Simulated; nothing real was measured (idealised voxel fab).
Process module, titled voxel wiring stack
FYI the section here is cut, 180 nm wide, cells are 5 nm squares.
In what follows, cross-sections appear as grids of square cells, described through bands that run from the top down, where every band is one or more rows of cells. First you get the band's top height and its bottom height, in nm, and then the materials it's made of, left to right, with each width in nm. If you see a single material with "throughout", that one covers the band edge to edge. "blank" is empty space. Heads up on the height convention: 0 is the point under which the incoming wafer is all one material, and the lowest band has no bottom, it just keeps going down, like "from 0 down". A width given as "30..40" starts at the first number in the band's top row and ends at the second number in its bottom row, shifting by an equal amount at every step from row to row. What does "nothing altered" mean for a step? It means no cell of the cross-section changed in that step. "Cavities, closed" lists enclosed empty spaces (at least 8 cells, no open path upward to the top), each as width x height at distance from the left edge, in nm. Heads up: the bit after the settings on a step's line is the simulator's remark on that step. overlay nm: on a step with a mask, how far right of its planned place the mask lay; negative means left.

PROCESS STEPS FORESEEN IN THE PLAN
1: RECEIVE: material Si
2: CONFORMAL_DEP: material SiO2, thk nm 15
3: DIRECTIONAL_DEP: material TiN, thk nm 5
4: DIRECTIONAL_DEP: material W, thk nm 20
5: PATTERN: tone cover, mask id METAL_1, material resist, width nm 20, pitch nm 45, thk nm 15, overlay nm 0
6: DIRECTIONAL_ETCH: etch materials W, depth nm 20
7: DIRECTIONAL_ETCH: etch materials TiN, depth nm 5
8: STRIP: etch materials resist
9: CONFORMAL_DEP: material SiCN, thk nm 5
10: FILL_DEP: material SiO2, thk nm 5
11: CMP: height nm 40
12: CONFORMAL_DEP: material SiCN, thk nm 5
13: DIRECTIONAL_DEP: material lowk, thk nm 25
14: MASKED_ETCH: tone open, mask id METAL_2, width nm 20, pitch nm 45, etch materials lowk, depth nm 15, overlay nm 0
15: PATTERN: tone open, mask id METAL_2_HOLES, material resist, width nm 15, thk nm 20, overlay nm 0
16: DIRECTIONAL_ETCH: etch materials lowk, depth nm 10
17: DIRECTIONAL_ETCH: etch materials SiCN, depth nm 5
18: STRIP: etch materials resist
19: CONFORMAL_DEP: material TiN, thk nm 5
20: FILL_DEP: material Cu, thk nm 5
21: CMP: height nm 70
22: CONFORMAL_DEP: material SiN, thk nm 5

AS RECEIVED (POST STEP 1): CROSS-SECTION
	from 0 down: Si throughout
	Cavities, closed: none

AS-PLANNED RUN: CROSS-SECTION OF THE FIRST OF TWO WAFERS AT END OF MODULE
	from 75 to 70: SiN throughout
	from 70 to 60: 55 of lowk, then 5 of TiN, then 10 of Cu, then 5 of TiN, then 25 of lowk, then 5 of TiN, then 10 of Cu, then 5 of TiN, then 60 of lowk
	from 60 to 55: 55 of lowk, then 5 of TiN, then 5 of Cu, then 10 of TiN, then 25 of lowk, then 20 of TiN, then 60 of lowk
	from 55 to 45: 55 of lowk, then 5 of TiN, then 5 of Cu, then 5 of TiN, then 110 of lowk
	from 45 to 40: 55 of SiCN, then 15 of TiN, then 110 of SiCN
	from 40 to 20: 50 of SiO2, then 5 of SiCN, then 20 of W, then 5 of SiCN, then 15 of SiO2, then 5 of SiCN, then 20 of W, then 5 of SiCN, then 55 of SiO2
	from 20 to 15: 55 of SiCN, then 20 of TiN, then 25 of SiCN, then 20 of TiN, then 60 of SiCN
	from 15 to 0: SiO2 throughout
	from 0 down: Si throughout
	Cavities, closed: none

SAME START, SAME PLAN AS THE FIRST WAFER - BUT ONE MISTAKE IN THE RUN. CROSS-SECTION OF THE SECOND OF THE TWO AT THE END OF THE MODULE
	from 75 to 70: SiN throughout
	from 70 to 60: 50 of lowk, then 5..10 of TiN, then 15..10 of Cu, then 5 of TiN, then 25 of lowk, then 5 of TiN, then 10 of Cu, then 5 of TiN, then 60 of lowk
	from 60 to 55: 55 of lowk, then 5 of TiN, then 10 of Cu, then 5 of TiN, then 25 of lowk, then 20 of TiN, then 60 of lowk
	from 55 to 45: 55 of lowk, then 5 of TiN, then 10 of Cu, then 5 of TiN, then 105 of lowk
	from 45 to 40: 55 of SiCN, then 20 of TiN, then 105 of SiCN
	from 40 to 20: 50 of SiO2, then 5 of SiCN, then 20 of W, then 5 of SiCN, then 15 of SiO2, then 5 of SiCN, then 20 of W, then 5 of SiCN, then 55 of SiO2
	from 20 to 15: 55 of SiCN, then 20 of TiN, then 25 of SiCN, then 20 of TiN, then 60 of SiCN
	from 15 to 0: SiO2 throughout
	from 0 down: Si throughout
	Cavities, closed: none
The mistake made against the process plan was this: in deviation from the planned setting, step 15 was conducted as PATTERN: tone open, mask id METAL_2_HOLES, material resist, width nm 25, thk nm 20, overlay nm 0
Once processing is complete, comparing cell counts shows that the second wafer has more or fewer of certain materials than the first: 4 more of Cu | 1 fewer of SiCN | 1 more of TiN | 4 fewer of lowk
